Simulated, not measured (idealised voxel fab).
Process module name: voxel released beams
Displayed cross-section: cut, width of 140 nm, square cells sized 5 nm.
In this document a cross-section is written as a grid of square cells. It is given as a series of bands, listed from the top down, and a band is one or more rows of cells.
Top, bottom (nm), then materials left to right with widths (nm); lone material tagged "throughout" fills the whole band edge to edge; "blank" = empty space.
Heights are expressed relative to 0, this being the level below which the as-received wafer comprises one material exclusively. The lowest band is unbounded in the downward direction and is denoted as in "from 0 down".
When a width is written as two numbers, as in "30..40", the first number is the width in the top row of cells of the band and the second is the width in its bottom row, and the width changes by the same amount from each row to the next.
Reading "no change" for a step: not a cell of the cross-section changed in it.
"Enclosed void catalog" enumerates empty spaces isolated from the top, with no open way to it, that contain at least 8 cells, giving each as width x height at distance from the left edge, all three in nm.
Post-settings text on a step line: simulator's own remark regarding the step.
Regarding "overlay nm": on a step with a mask, it is the distance the mask lay to the right of its planned place; a negative value places it to the left.

### Steps in the process plan
1,RECEIVE: material Si
2,CONFORMAL_DEP: material Al2O3, thk nm 10
3,DIRECTIONAL_DEP: material SiO2, thk nm 15
4,MASKED_ETCH: tone open, mask id ANCHOR, width nm 25, etch materials SiO2, depth nm 15, overlay nm 0
5,CONFORMAL_DEP: material W, thk nm 10
6,MASKED_ETCH: tone cover, mask id BEAM, width nm 70, etch materials W, depth nm 10, overlay nm 0
7,STRIP: etch materials SiO2

### Of two wafers, the first: run according to plan

### Received-state cross-section, reflecting completion of step 1
from 0 down = Si throughout
Enclosed void catalog: none

### Sectional view: wafer, after step 2
from 10 to 0 = Al2O3 throughout
Under 0: no change, same as before.

### Sectional view: wafer, after step 3
from 25 to 10 = SiO2 throughout
Under 10: no change, same as before.

### Sectional view: wafer, after step 4
from 25 to 10 = SiO2=35, then blank=25, then SiO2=80
Under 10: no change, same as before.

### Sectional view: wafer, after step 5
from 35 to 25 = W=45, then blank=5, then W=90
from 25 to 20 = SiO2=35, then W=10, then blank=5, then W=10, then SiO2=80
from 20 to 10 = SiO2=35, then W=25, then SiO2=80
Under 10: no change, same as before.

### Sectional view: wafer, after step 6
from 35 to 25 = blank=30, then W=15, then blank=5, then W=50, then blank=40
Under 25: no change, same as before.

### Sectional view: wafer, after step 7
from 35 to 25 = blank=30, then W=15, then blank=5, then W=50, then blank=40
from 25 to 20 = blank=35, then W=10, then blank=5, then W=10, then blank=80
from 20 to 10 = blank=35, then W=25, then blank=80
Under 10: no change, same as before.

### Wafer two. Same start, same plan, one slip in execution. Same as wafer one through step 2, inclusive

Cross-sectional representation of the second wafer at the time designated in the plan for the completion of step 3: no change

Cross-sectional representation of the second wafer at the time designated in the plan for the completion of step 4: no change

### Cross-sectional representation of the second wafer at the time designated in the plan for the completion of step 5
from 20 to 10 = W throughout
Under 10: no change, same as before.

### Cross-sectional representation of the second wafer at the time designated in the plan for the completion of step 6
from 20 to 10 = blank=30, then W=70, then blank=40
Under 10: no change, same as before.

Cross-sectional representation of the second wafer at the time designated in the plan for the completion of step 7: no change
Want to know what went wrong? plan step 3 was not performed, having been skipped
Per the end-of-run cell counts, the second wafer holds more or fewer of some materials than the first: W: 12 fewer
